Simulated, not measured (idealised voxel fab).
Presented below is a process module, voxel self aligned contacts.
The width of the displayed cross-section, cut, is 200 nm; its cells are square, with a size of 5 nm.
We lay out every cross-section as a grid of square cells and spell it out in bands from the top down, where one band means one or more rows of cells. Within each band entry, the heights of the top and of the bottom of the band appear first, in that order and in nm; the materials of the band then follow from left to right, each with its corresponding width in nm. The designation "edge to edge" on a single material indicates that it fills the band from edge to edge; the designation "blank" indicates empty space. Heads up on the height convention: 0 is the point under which the incoming wafer is all one material, and the lowest band has no bottom, it just keeps going down, like "z 0 and below". Per-row width for "30 to 40": begins at first number (top row of band), ends at second number (bottom row), increment between rows held constant. A step reported as "stayed the same" is a step in which no cell of the cross-section changed. For the entry "Closed voids list", the listed items are empty spaces with no open way to the top whose size is 8 cells or more; each item follows the pattern width x height at distance, where distance is from the left edge and all three are in nm. The remark found on a step's line after its settings is issued by the simulator itself and pertains to that step. "overlay nm" on a masked step: distance the mask lay right of its planned place, negative for left.

This section lists the process steps that were planned
| 1 | RECEIVE [material Si] |
| 2 | CONFORMAL_DEP [material SiO2] [thk nm 5] |
| 3 | DIRECTIONAL_DEP [material polySi] [thk nm 30] |
| 4 | DIRECTIONAL_DEP [material SiN] [thk nm 20] |
| 5 | DIRECTIONAL_DEP [material aC] [thk nm 15] |
| 6 | PATTERN [tone cover] [mask id GATE] [material resist] [width nm 35] [pitch nm 60] [thk nm 35] [overlay nm 0] |
| 7 | DIRECTIONAL_ETCH [etch materials aC] [depth nm 15] |
| 8 | STRIP [etch materials resist] |
| 9 | DIRECTIONAL_ETCH [etch materials SiN] [depth nm 20] |
| 10 | DIRECTIONAL_ETCH [etch materials polySi] [depth nm 30] |
| 11 | STRIP [etch materials aC] |
| 12 | CONFORMAL_DEP [material SiN] [thk nm 5] |
| 13 | DIRECTIONAL_ETCH [etch materials SiN] [depth nm 5] |
| 14 | FILL_DEP [material SiO2] [thk nm 15] |
| 15 | CMP [height nm 60] |
| 16 | MASKED_ETCH [tone open] [mask id CONTACT] [width nm 45] [pitch nm 60] [etch materials SiO2] [depth nm 60] [overlay nm 0] |
| 17 | CONFORMAL_DEP [material TiN] [thk nm 5] |
| 18 | FILL_DEP [material Ru] [thk nm 10] |
| 19 | CMP [height nm 60] |
| 20 | CONFORMAL_DEP [material SiCN] [thk nm 5] |

First of the two wafers, run per plan

Wafer at receipt (post step 1), cross-section
* z 0 and below = Si edge to edge
* Closed voids list: none

Wafer section view after processing step 2
* z 5 to 0 = SiO2 edge to edge
* Below 0 it's all the same as before, nothing changed down there.

Wafer section view after processing step 3
* z 35 to 5 = polySi edge to edge
* Below 5 it's all the same as before, nothing changed down there.

Wafer section view after processing step 4
* z 55 to 35 = SiN edge to edge
* Below 35 it's all the same as before, nothing changed down there.

Wafer section view after processing step 5
* z 70 to 55 = aC edge to edge
* Below 55 it's all the same as before, nothing changed down there.

Wafer section view after processing step 6
* z 105 to 70 = blank 20 nm; resist 35 nm; blank 25 nm; resist 35 nm; blank 25 nm; resist 35 nm; blank 25 nm
* Below 70 it's all the same as before, nothing changed down there.

Wafer section view after processing step 7
* z 90 to 70 = blank 20 nm; resist 35 nm; blank 25 nm; resist 35 nm; blank 25 nm; resist 35 nm; blank 25 nm
* z 70 to 55 = blank 20 nm; aC 35 nm; blank 25 nm; aC 35 nm; blank 25 nm; aC 35 nm; blank 25 nm
* Below 55 it's all the same as before, nothing changed down there.

Wafer section view after processing step 8
* z 70 to 55 = blank 20 nm; aC 35 nm; blank 25 nm; aC 35 nm; blank 25 nm; aC 35 nm; blank 25 nm
* Below 55 it's all the same as before, nothing changed down there.

Wafer section view after processing step 9
* z 70 to 55 = blank 20 nm; aC 35 nm; blank 25 nm; aC 35 nm; blank 25 nm; aC 35 nm; blank 25 nm
* z 55 to 35 = blank 20 nm; SiN 35 nm; blank 25 nm; SiN 35 nm; blank 25 nm; SiN 35 nm; blank 25 nm
* Below 35 it's all the same as before, nothing changed down there.

Wafer section view after processing step 10
* z 70 to 55 = blank 20 nm; aC 35 nm; blank 25 nm; aC 35 nm; blank 25 nm; aC 35 nm; blank 25 nm
* z 55 to 35 = blank 20 nm; SiN 35 nm; blank 25 nm; SiN 35 nm; blank 25 nm; SiN 35 nm; blank 25 nm
* z 35 to 5 = blank 20 nm; polySi 35 nm; blank 25 nm; polySi 35 nm; blank 25 nm; polySi 35 nm; blank 25 nm
* Below 5 it's all the same as before, nothing changed down there.

Wafer section view after processing step 11
* z 55 to 35 = blank 20 nm; SiN 35 nm; blank 25 nm; SiN 35 nm; blank 25 nm; SiN 35 nm; blank 25 nm
* Below 35 it's all the same as before, nothing changed down there.

Wafer section view after processing step 12
* z 60 to 35 = blank 15 nm; SiN 45 nm; blank 15 nm; SiN 45 nm; blank 15 nm; SiN 45 nm; blank 20 nm
* z 35 to 10 = blank 15 nm; SiN 5 nm; polySi 35 nm; SiN 5 nm; blank 15 nm; SiN 5 nm; polySi 35 nm; SiN 5 nm; blank 15 nm; SiN 5 nm; polySi 35 nm; SiN 5 nm; blank 20 nm
* z 10 to 5 = SiN 20 nm; polySi 35 nm; SiN 25 nm; polySi 35 nm; SiN 25 nm; polySi 35 nm; SiN 25 nm
* Below 5 it's all the same as before, nothing changed down there.

Wafer section view after processing step 13
* z 55 to 35 = blank 15 nm; SiN 45 nm; blank 15 nm; SiN 45 nm; blank 15 nm; SiN 45 nm; blank 20 nm
* z 35 to 5 = blank 15 nm; SiN 5 nm; polySi 35 nm; SiN 5 nm; blank 15 nm; SiN 5 nm; polySi 35 nm; SiN 5 nm; blank 15 nm; SiN 5 nm; polySi 35 nm; SiN 5 nm; blank 20 nm
* Below 5 it's all the same as before, nothing changed down there.

Wafer section view after processing step 14
* z 70 to 55 = SiO2 edge to edge
* z 55 to 35 = SiO2 15 nm; SiN 45 nm; SiO2 15 nm; SiN 45 nm; SiO2 15 nm; SiN 45 nm; SiO2 20 nm
* z 35 to 5 = SiO2 15 nm; SiN 5 nm; polySi 35 nm; SiN 5 nm; SiO2 15 nm; SiN 5 nm; polySi 35 nm; SiN 5 nm; SiO2 15 nm; SiN 5 nm; polySi 35 nm; SiN 5 nm; SiO2 20 nm
* Below 5 it's all the same as before, nothing changed down there.

Wafer section view after processing step 15
* z 60 to 55 = SiO2 edge to edge
* Below 55 it's all the same as before, nothing changed down there.

Wafer section view after processing step 16
* z 60 to 55 = SiO2 45 nm; blank 45 nm; SiO2 15 nm; blank 45 nm; SiO2 50 nm
* z 55 to 35 = SiO2 15 nm; SiN 45 nm; blank 15 nm; SiN 45 nm; blank 15 nm; SiN 45 nm; SiO2 20 nm
* z 35 to 5 = SiO2 15 nm; SiN 5 nm; polySi 35 nm; SiN 5 nm; blank 15 nm; SiN 5 nm; polySi 35 nm; SiN 5 nm; blank 15 nm; SiN 5 nm; polySi 35 nm; SiN 5 nm; SiO2 20 nm
* z 5 to 0 = SiO2 60 nm; blank 15 nm; SiO2 45 nm; blank 15 nm; SiO2 65 nm
* Below 0 it's all the same as before, nothing changed down there.

Wafer section view after processing step 17
* z 65 to 60 = TiN 50 nm; blank 35 nm; TiN 25 nm; blank 35 nm; TiN 55 nm
* z 60 to 55 = SiO2 45 nm; TiN 20 nm; blank 5 nm; TiN 20 nm; SiO2 15 nm; TiN 20 nm; blank 5 nm; TiN 20 nm; SiO2 50 nm
* z 55 to 35 = SiO2 15 nm; SiN 45 nm; TiN 5 nm; blank 5 nm; TiN 5 nm; SiN 45 nm; TiN 5 nm; blank 5 nm; TiN 5 nm; SiN 45 nm; SiO2 20 nm
* z 35 to 5 = SiO2 15 nm; SiN 5 nm; polySi 35 nm; SiN 5 nm; TiN 5 nm; blank 5 nm; TiN 5 nm; SiN 5 nm; polySi 35 nm; SiN 5 nm; TiN 5 nm; blank 5 nm; TiN 5 nm; SiN 5 nm; polySi 35 nm; SiN 5 nm; SiO2 20 nm
* z 5 to 0 = SiO2 60 nm; TiN 15 nm; SiO2 45 nm; TiN 15 nm; SiO2 65 nm
* Below 0 it's all the same as before, nothing changed down there.

Wafer section view after processing step 18
* z 75 to 65 = Ru edge to edge
* z 65 to 60 = TiN 50 nm; Ru 35 nm; TiN 25 nm; Ru 35 nm; TiN 55 nm
* z 60 to 55 = SiO2 45 nm; TiN 20 nm; Ru 5 nm; TiN 20 nm; SiO2 15 nm; TiN 20 nm; Ru 5 nm; TiN 20 nm; SiO2 50 nm
* z 55 to 35 = SiO2 15 nm; SiN 45 nm; TiN 5 nm; Ru 5 nm; TiN 5 nm; SiN 45 nm; TiN 5 nm; Ru 5 nm; TiN 5 nm; SiN 45 nm; SiO2 20 nm
* z 35 to 5 = SiO2 15 nm; SiN 5 nm; polySi 35 nm; SiN 5 nm; TiN 5 nm; Ru 5 nm; TiN 5 nm; SiN 5 nm; polySi 35 nm; SiN 5 nm; TiN 5 nm; Ru 5 nm; TiN 5 nm; SiN 5 nm; polySi 35 nm; SiN 5 nm; SiO2 20 nm
* Below 5 it's all the same as before, nothing changed down there.

Wafer section view after processing step 19
* z 60 to 55 = SiO2 45 nm; TiN 20 nm; Ru 5 nm; TiN 20 nm; SiO2 15 nm; TiN 20 nm; Ru 5 nm; TiN 20 nm; SiO2 50 nm
* Below 55 it's all the same as before, nothing changed down there.

Wafer section view after processing step 20
* z 65 to 60 = SiCN edge to edge
* Below 60 it's all the same as before, nothing changed down there.

The Second Wafer: Common Origin and Plan, One Mistake in Execution, Identical to the First Through Step 11

Second wafer: cross-section at the scheduled end of step 12: stayed the same

Second wafer: cross-section at the scheduled end of step 13
* z 50 to 35 = blank 20 nm; SiN 35 nm; blank 25 nm; SiN 35 nm; blank 25 nm; SiN 35 nm; blank 25 nm
* Below 35 it's all the same as before, nothing changed down there.

Second wafer: cross-section at the scheduled end of step 14
* z 65 to 50 = SiO2 edge to edge
* z 50 to 35 = SiO2 20 nm; SiN 35 nm; SiO2 25 nm; SiN 35 nm; SiO2 25 nm; SiN 35 nm; SiO2 25 nm
* z 35 to 5 = SiO2 20 nm; polySi 35 nm; SiO2 25 nm; polySi 35 nm; SiO2 25 nm; polySi 35 nm; SiO2 25 nm
* Below 5 it's all the same as before, nothing changed down there.

Second wafer: cross-section at the scheduled end of step 15
* z 60 to 50 = SiO2 edge to edge
* Below 50 it's all the same as before, nothing changed down there.

Second wafer: cross-section at the scheduled end of step 16
* z 60 to 50 = SiO2 45 nm; blank 45 nm; SiO2 15 nm; blank 45 nm; SiO2 50 nm
* z 50 to 35 = SiO2 20 nm; SiN 35 nm; blank 25 nm; SiN 35 nm; blank 25 nm; SiN 35 nm; SiO2 25 nm
* z 35 to 5 = SiO2 20 nm; polySi 35 nm; blank 25 nm; polySi 35 nm; blank 25 nm; polySi 35 nm; SiO2 25 nm
* z 5 to 0 = SiO2 55 nm; blank 25 nm; SiO2 35 nm; blank 25 nm; SiO2 60 nm
* Below 0 it's all the same as before, nothing changed down there.

Second wafer: cross-section at the scheduled end of step 17
* z 65 to 60 = TiN 50 nm; blank 35 nm; TiN 25 nm; blank 35 nm; TiN 55 nm
* z 60 to 50 = SiO2 45 nm; TiN 5 to 15 nm; blank 35 to 15 nm; TiN 5 to 15 nm; SiO2 15 nm; TiN 5 to 15 nm; blank 35 to 15 nm; TiN 5 to 15 nm; SiO2 50 nm
* z 50 to 35 = SiO2 20 nm; SiN 35 nm; TiN 5 nm; blank 15 nm; TiN 5 nm; SiN 35 nm; TiN 5 nm; blank 15 nm; TiN 5 nm; SiN 35 nm; SiO2 25 nm
* z 35 to 5 = SiO2 20 nm; polySi 35 nm; TiN 5 nm; blank 15 nm; TiN 5 nm; polySi 35 nm; TiN 5 nm; blank 15 nm; TiN 5 nm; polySi 35 nm; SiO2 25 nm
* z 5 to 0 = SiO2 55 nm; TiN 25 nm; SiO2 35 nm; TiN 25 nm; SiO2 60 nm
* Below 0 it's all the same as before, nothing changed down there.

Second wafer: cross-section at the scheduled end of step 18
* z 75 to 65 = Ru edge to edge
* z 65 to 60 = TiN 50 nm; Ru 35 nm; TiN 25 nm; Ru 35 nm; TiN 55 nm
* z 60 to 50 = SiO2 45 nm; TiN 5 to 15 nm; Ru 35 to 15 nm; TiN 5 to 15 nm; SiO2 15 nm; TiN 5 to 15 nm; Ru 35 to 15 nm; TiN 5 to 15 nm; SiO2 50 nm
* z 50 to 35 = SiO2 20 nm; SiN 35 nm; TiN 5 nm; Ru 15 nm; TiN 5 nm; SiN 35 nm; TiN 5 nm; Ru 15 nm; TiN 5 nm; SiN 35 nm; SiO2 25 nm
* z 35 to 5 = SiO2 20 nm; polySi 35 nm; TiN 5 nm; Ru 15 nm; TiN 5 nm; polySi 35 nm; TiN 5 nm; Ru 15 nm; TiN 5 nm; polySi 35 nm; SiO2 25 nm
* Below 5 it's all the same as before, nothing changed down there.

Second wafer: cross-section at the scheduled end of step 19
* z 60 to 50 = SiO2 45 nm; TiN 5 to 15 nm; Ru 35 to 15 nm; TiN 5 to 15 nm; SiO2 15 nm; TiN 5 to 15 nm; Ru 35 to 15 nm; TiN 5 to 15 nm; SiO2 50 nm
* Below 50 it's all the same as before, nothing changed down there.

Second wafer: cross-section at the scheduled end of step 20
* z 65 to 60 = SiCN edge to edge
* Below 60 it's all the same as before, nothing changed down there.
Want to know what went wrong? plan step 12 skipped
Heads up, by the end the second wafer has more or fewer cells of some materials compared to the first: Ru: 52 more; SiN: 81 fewer; SiO2: 29 more
